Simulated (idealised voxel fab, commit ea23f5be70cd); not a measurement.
process module | voxel plated lines
We display cut, a cross-section 265 nm in width whose square cells are each 5 nm.
For the purposes of this document, a cross-section shall be understood as a grid of square cells, specified as bands listed in top-to-bottom order, each band consisting of one or more rows of cells. Heads up on the band format: heights come first, top then bottom, in nm. After that it's the materials left to right, each with its width in nm. A single material flagged "everywhere" fills the whole band edge to edge, and "blank" means there's empty space there. Height 0 is the level under which the wafer as received is all one material. The lowest band goes on downwards, as in "0..down". So if you see something like "30 to 40" for the width, read it as the top row of the band sitting at the first number and the bottom row at the second, with every row in between moving by the same amount as the last. Any step labelled "no change occurred" changed none of the cells in the cross-section. Closed-off voids of 8+ cells (no open route to the top) go in "Tabulated closed voids", written width x height at distance from the left edge, in nm. If you see something after the settings on a step's line, that's the simulator's own remark about that step. "overlay nm", when on a step's line for a step with a mask, measures how far to the right of its planned place the mask lay; a negative measure means to the left.

Process steps (planned)
| 1 | RECEIVE | material Si |
| 2 | CONFORMAL_DEP | material SiN | thk nm 10 |
| 3 | DIRECTIONAL_DEP | material TiN | thk nm 5 |
| 4 | PATTERN | tone open | mask id LINES | material resist | width nm 25 | pitch nm 50 | thk nm 15 | overlay nm 0 |
| 5 | EPI | material Ru | thk nm 10 |
| 6 | STRIP | etch materials resist |
| 7 | DIRECTIONAL_ETCH | etch materials TiN | depth nm 5 |
| 8 | CONFORMAL_DEP | material SiO2 | thk nm 10 |

as received, after step 1
	0..down  Si everywhere
	Tabulated closed voids: none

Below is the wafer in cross-section after the module was completed. It began from the starting point shown above and followed the plan shown above, except that one mistake was made while running it
	25..15  SiO2 everywhere
	15..5  SiN everywhere
	5..0  TiN everywhere
	0..down  Si everywhere
	Tabulated closed voids: none
It is concluded that the wafer was processed incorrectly with respect to the plan, in that plan vs actual: 2 and 3 interchanged
